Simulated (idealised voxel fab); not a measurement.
The following is a process module called voxel wiring stack.
290 nm wide, 5 nm square cells: that's cross-section cut.
Cross-section format: a grid of square cells, given as bands from top to bottom; each band is one or more rows of cells.
Look at the band entry: it leads with the top's height and the bottom's height in nm. Then it lists the materials left to right, with a width in nm for each. The word "full width" on a single material says that material fills the band edge to edge. The word "empty" is empty space.
We count height from 0. Below that, the starting wafer is all one material. The lowest band never ends at the bottom but goes on down; see "from 0 down" for how that is written.
Width spec "30..40" -> top row of cells at first value, bottom row at second value, equal per-row change in between.
Given "changes: none" for a step, no cell of the cross-section differs between before and after that step.
Look at "Entrapped void list" for the closed voids: empty spaces with no open path to the top, sized 8 cells or up. Each is width x height at distance, distance from the left edge, all nm.
after a step's settings: what the simulator itself notes on the step
If you see "overlay nm" on a step's line and that step has a mask, it's telling you how far right of where it was planned the mask ended up; a negative number means it went left instead.

Steps planned for the process:
1 RECEIVE | material Si
2 CONFORMAL_DEP | material SiO2 | thk nm 10
3 CONFORMAL_DEP | material SiCN | thk nm 5
4 DIRECTIONAL_DEP | material lowk | thk nm 15
5 MASKED_ETCH | tone open | mask id METAL_1 | width nm 25 | pitch nm 50 | etch materials lowk | depth nm 15 | overlay nm 0
6 MASKED_ETCH | tone open | mask id METAL_1 | width nm 25 | pitch nm 50 | etch materials SiCN | depth nm 5 | overlay nm 0
7 CONFORMAL_DEP | material TiN | thk nm 5
8 FILL_DEP | material Ru | thk nm 5
9 CMP | height nm 30
10 CONFORMAL_DEP | material SiCN | thk nm 5
11 DIRECTIONAL_DEP | material SiO2 | thk nm 20
12 PATTERN | tone open | mask id PLUG_1 | material resist | width nm 15 | pitch nm 50 | thk nm 15 | overlay nm 0
13 DIRECTIONAL_ETCH | etch materials SiO2 | depth nm 20
14 DIRECTIONAL_ETCH | etch materials SiCN | depth nm 5
15 STRIP | etch materials resist
16 CONFORMAL_DEP | material TiN | thk nm 5
17 FILL_DEP | material W | thk nm 5
18 CMP | height nm 55
19 CONFORMAL_DEP | material SiCN | thk nm 5
20 DIRECTIONAL_DEP | material SiO2 | thk nm 20
21 PATTERN | tone open | mask id METAL_2 | material resist | width nm 25 | pitch nm 50 | thk nm 15 | overlay nm 0
22 DIRECTIONAL_ETCH | etch materials SiO2 | depth nm 20
23 DIRECTIONAL_ETCH | etch materials SiCN | depth nm 5
24 STRIP | etch materials resist
25 CONFORMAL_DEP | material TiN | thk nm 5
26 FILL_DEP | material Cu | thk nm 5
27 CMP | height nm 80
28 CONFORMAL_DEP | material SiCN | thk nm 5

Wafer at receipt (post step 1), cross-section:
- from 0 down  Si full width
- Entrapped void list: none

Cross-sectional image of the first of two wafers at the end of the module, the run having proceeded as planned:
- from 85 to 80  SiCN full width
- from 80 to 60  SiO2 105 nm; TiN 5 nm; Cu 15 nm; TiN 5 nm; SiO2 25 nm; TiN 5 nm; Cu 15 nm; TiN 5 nm; SiO2 110 nm
- from 60 to 55  SiCN 105 nm; TiN 25 nm; SiCN 25 nm; TiN 25 nm; SiCN 110 nm
- from 55 to 35  SiO2 105 nm; TiN 5 nm; W 5 nm; TiN 5 nm; SiO2 35 nm; TiN 5 nm; W 5 nm; TiN 5 nm; SiO2 120 nm
- from 35 to 30  SiCN 105 nm; TiN 15 nm; SiCN 35 nm; TiN 15 nm; SiCN 120 nm
- from 30 to 15  lowk 105 nm; TiN 5 nm; Ru 15 nm; TiN 5 nm; lowk 25 nm; TiN 5 nm; Ru 15 nm; TiN 5 nm; lowk 110 nm
- from 15 to 10  SiCN 105 nm; TiN 25 nm; SiCN 25 nm; TiN 25 nm; SiCN 110 nm
- from 10 to 0  SiO2 full width
- from 0 down  Si full width
- Entrapped void list: none

End of module, second wafer, cross-section. Started like the first, planned like the first, run with one mistake:
- from 85 to 80  SiCN full width
- from 80 to 60  SiO2 105 nm; TiN 5 nm; SiCN 15 nm; TiN 5 nm; SiO2 25 nm; TiN 5 nm; SiCN 15 nm; TiN 5 nm; SiO2 110 nm
- from 60 to 55  SiCN 105 nm; TiN 25 nm; SiCN 25 nm; TiN 25 nm; SiCN 110 nm
- from 55 to 35  SiO2 105 nm; TiN 5 nm; W 5 nm; TiN 5 nm; SiO2 35 nm; TiN 5 nm; W 5 nm; TiN 5 nm; SiO2 120 nm
- from 35 to 30  SiCN 105 nm; TiN 15 nm; SiCN 35 nm; TiN 15 nm; SiCN 120 nm
- from 30 to 15  lowk 105 nm; TiN 5 nm; Ru 15 nm; TiN 5 nm; lowk 25 nm; TiN 5 nm; Ru 15 nm; TiN 5 nm; lowk 110 nm
- from 15 to 10  SiCN 105 nm; TiN 25 nm; SiCN 25 nm; TiN 25 nm; SiCN 110 nm
- from 10 to 0  SiO2 full width
- from 0 down  Si full width
- Entrapped void list: none
Nonconformance to the process plan: note that step 26 departed from the planned setting and was carried out as FILL_DEP | material SiCN | thk nm 5
Once processing is complete, comparing cell counts shows that the second wafer has more or fewer of certain materials than the first: -24 Cu, +24 SiCN
